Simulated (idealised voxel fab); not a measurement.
process module | voxel air gaps
cross-section cut | 140 nm wide | cells 5 nm
A cross-section is a grid of square cells, given in bands from the top down. A band is one or more rows of cells.
Each band's line starts with the height of the band's top and of its bottom, in nm. Then come its materials from left to right, each with its width in nm. One material with "throughout" fills the band from edge to edge. "air" is empty space.
Height 0 is the level under which the wafer as received is all one material. The lowest band goes on downwards, as in "0 down".
A width such as "30 to 40" changes by the same amount from each row of cells to the next, from the band's top row to its bottom row.
"no change" after a step means that no cell of the cross-section changed.
closed voids: empty space of 8 cells or more with no open way to the top, each as width x height at its distance from the left edge, in nm
after a step's settings: what the simulator itself notes on the step
overlay nm, on a step with a mask: how far to the right of its planned place the mask lay; to the left if negative
plan
1 op RECEIVE | material Si
2 op CONFORMAL_DEP | material SiO2 | thk nm 15
3 op CONFORMAL_DEP | material SiN | thk nm 5
4 op DIRECTIONAL_DEP | material SiO2 | thk nm 40
5 op DIRECTIONAL_DEP | material aC | thk nm 10
6 op PATTERN | tone open | mask id LINES | material resist | width nm 15 | pitch nm 40 | thk nm 25 | overlay nm 0
7 op DIRECTIONAL_ETCH | etch materials aC | depth nm 10
8 op STRIP | etch materials resist
9 op DIRECTIONAL_ETCH | etch materials SiO2 | depth nm 40
10 op STRIP | etch materials aC
11 op CONFORMAL_DEP | material TiN | thk nm 5
12 op FILL_DEP | material Ru | thk nm 5
13 op CMP | height nm 60
14 op EPI | material Ru | thk nm 10
15 op SELECTIVE_ETCH | etch materials SiO2 | depth nm 50
16 op CONFORMAL_DEP | material SiCN | thk nm 5
first wafer, as planned
as received, after step 1
  0 down: Si throughout
  closed voids: none
after step 2
  15 to 0: SiO2 throughout
  below 0: unchanged
after step 3
  20 to 15: SiN throughout
  below 15: unchanged
after step 4
  60 to 20: SiO2 throughout
  below 20: unchanged
after step 5
  70 to 60: aC throughout
  below 60: unchanged
after step 6
  95 to 70: resist 20 | air 15 | resist 25 | air 15 | resist 25 | air 15 | resist 25
  below 70: unchanged
after step 7
  85 to 70: resist 20 | air 15 | resist 25 | air 15 | resist 25 | air 15 | resist 25
  70 to 60: aC 20 | air 15 | aC 25 | air 15 | aC 25 | air 15 | aC 25
  below 60: unchanged
after step 8
  70 to 60: aC 20 | air 15 | aC 25 | air 15 | aC 25 | air 15 | aC 25
  below 60: unchanged
after step 9
  70 to 60: aC 20 | air 15 | aC 25 | air 15 | aC 25 | air 15 | aC 25
  60 to 20: SiO2 20 | air 15 | SiO2 25 | air 15 | SiO2 25 | air 15 | SiO2 25
  below 20: unchanged
after step 10
  60 to 20: SiO2 20 | air 15 | SiO2 25 | air 15 | SiO2 25 | air 15 | SiO2 25
  below 20: unchanged
after step 11
  65 to 60: TiN 25 | air 5 | TiN 35 | air 5 | TiN 35 | air 5 | TiN 30
  60 to 25: SiO2 20 | TiN 5 | air 5 | TiN 5 | SiO2 25 | TiN 5 | air 5 | TiN 5 | SiO2 25 | TiN 5 | air 5 | TiN 5 | SiO2 25
  25 to 20: SiO2 20 | TiN 15 | SiO2 25 | TiN 15 | SiO2 25 | TiN 15 | SiO2 25
  below 20: unchanged
after step 12
  70 to 65: Ru throughout
  65 to 60: TiN 25 | Ru 5 | TiN 35 | Ru 5 | TiN 35 | Ru 5 | TiN 30
  60 to 25: SiO2 20 | TiN 5 | Ru 5 | TiN 5 | SiO2 25 | TiN 5 | Ru 5 | TiN 5 | SiO2 25 | TiN 5 | Ru 5 | TiN 5 | SiO2 25
  below 25: unchanged
after step 13
  60 to 25: SiO2 20 | TiN 5 | Ru 5 | TiN 5 | SiO2 25 | TiN 5 | Ru 5 | TiN 5 | SiO2 25 | TiN 5 | Ru 5 | TiN 5 | SiO2 25
  below 25: unchanged
after step 14
  70 to 60: air 10 | Ru 35 | air 5 | Ru 35 | air 5 | Ru 35 | air 15
  below 60: unchanged
after step 15
  70 to 60: air 10 | Ru 35 | air 5 | Ru 35 | air 5 | Ru 35 | air 15
  60 to 25: air 20 | TiN 5 | Ru 5 | TiN 5 | air 25 | TiN 5 | Ru 5 | TiN 5 | air 25 | TiN 5 | Ru 5 | TiN 5 | air 25
  25 to 20: air 20 | TiN 15 | air 25 | TiN 15 | air 25 | TiN 15 | air 25
  below 20: unchanged
after step 16
  75 to 70: air 5 | SiCN 125 | air 10
  70 to 60: air 5 | SiCN 5 | Ru 35 | SiCN 5 | Ru 35 | SiCN 5 | Ru 35 | SiCN 5 | air 10
  60 to 55: air 5 | SiCN 15 | TiN 5 | Ru 5 | TiN 5 | SiCN 25 | TiN 5 | Ru 5 | TiN 5 | SiCN 25 | TiN 5 | Ru 5 | TiN 5 | SiCN 15 | air 10
  55 to 25: air 15 | SiCN 5 | TiN 5 | Ru 5 | TiN 5 | SiCN 5 | air 15 | SiCN 5 | TiN 5 | Ru 5 | TiN 5 | SiCN 5 | air 15 | SiCN 5 | TiN 5 | Ru 5 | TiN 5 | SiCN 5 | air 20
  25 to 20: SiCN 20 | TiN 15 | SiCN 25 | TiN 15 | SiCN 25 | TiN 15 | SiCN 25
  below 20: unchanged
  closed voids: 15 x 30 at 40; 15 x 30 at 80
second wafer: like start, like plan, one mistake. Through step 15 it matches the first wafer
when step 16 should have ended
  85 to 70: SiCN throughout
  70 to 60: SiCN 10 | Ru 35 | SiCN 5 | Ru 35 | SiCN 5 | Ru 35 | SiCN 15
  60 to 55: SiCN 20 | TiN 5 | Ru 5 | TiN 5 | SiCN 25 | TiN 5 | Ru 5 | TiN 5 | SiCN 25 | TiN 5 | Ru 5 | TiN 5 | SiCN 25
  55 to 50: SiCN 20 | TiN 5 | Ru 5 | TiN 5 | SiCN 5 | air 15 | SiCN 5 | TiN 5 | Ru 5 | TiN 5 | SiCN 5 | air 15 | SiCN 5 | TiN 5 | Ru 5 | TiN 5 | SiCN 25
  50 to 45: air 10 | SiCN 10 | TiN 5 | Ru 5 | TiN 5 | SiCN 5 | air 15 | SiCN 5 | TiN 5 | Ru 5 | TiN 5 | SiCN 5 | air 15 | SiCN 5 | TiN 5 | Ru 5 | TiN 5 | SiCN 25
  45 to 35: air 10 | SiCN 10 | TiN 5 | Ru 5 | TiN 5 | SiCN 5 | air 15 | SiCN 5 | TiN 5 | Ru 5 | TiN 5 | SiCN 5 | air 15 | SiCN 5 | TiN 5 | Ru 5 | TiN 5 | SiCN 15 | air 10
  35 to 30: air 10 | SiCN 10 | TiN 5 | Ru 5 | TiN 5 | SiCN 5 | air 15 | SiCN 5 | TiN 5 | Ru 5 | TiN 5 | SiCN 5 | air 15 | SiCN 5 | TiN 5 | Ru 5 | TiN 5 | SiCN 25
  30 to 25: SiCN 20 | TiN 5 | Ru 5 | TiN 5 | SiCN 5 | air 15 | SiCN 5 | TiN 5 | Ru 5 | TiN 5 | SiCN 5 | air 15 | SiCN 5 | TiN 5 | Ru 5 | TiN 5 | SiCN 25
  25 to 20: SiCN 20 | TiN 15 | SiCN 25 | TiN 15 | SiCN 25 | TiN 15 | SiCN 25
  below 20: unchanged
  closed voids: 10 x 20 at 0; 15 x 30 at 40; 15 x 30 at 80
what went wrong: step 16 ran as: op CONFORMAL_DEP | material SiCN | thk nm 15
at the end the second wafer has, in cells: 98 more of SiCN
closed voids at the end (first wafer, second wafer): 2, 3
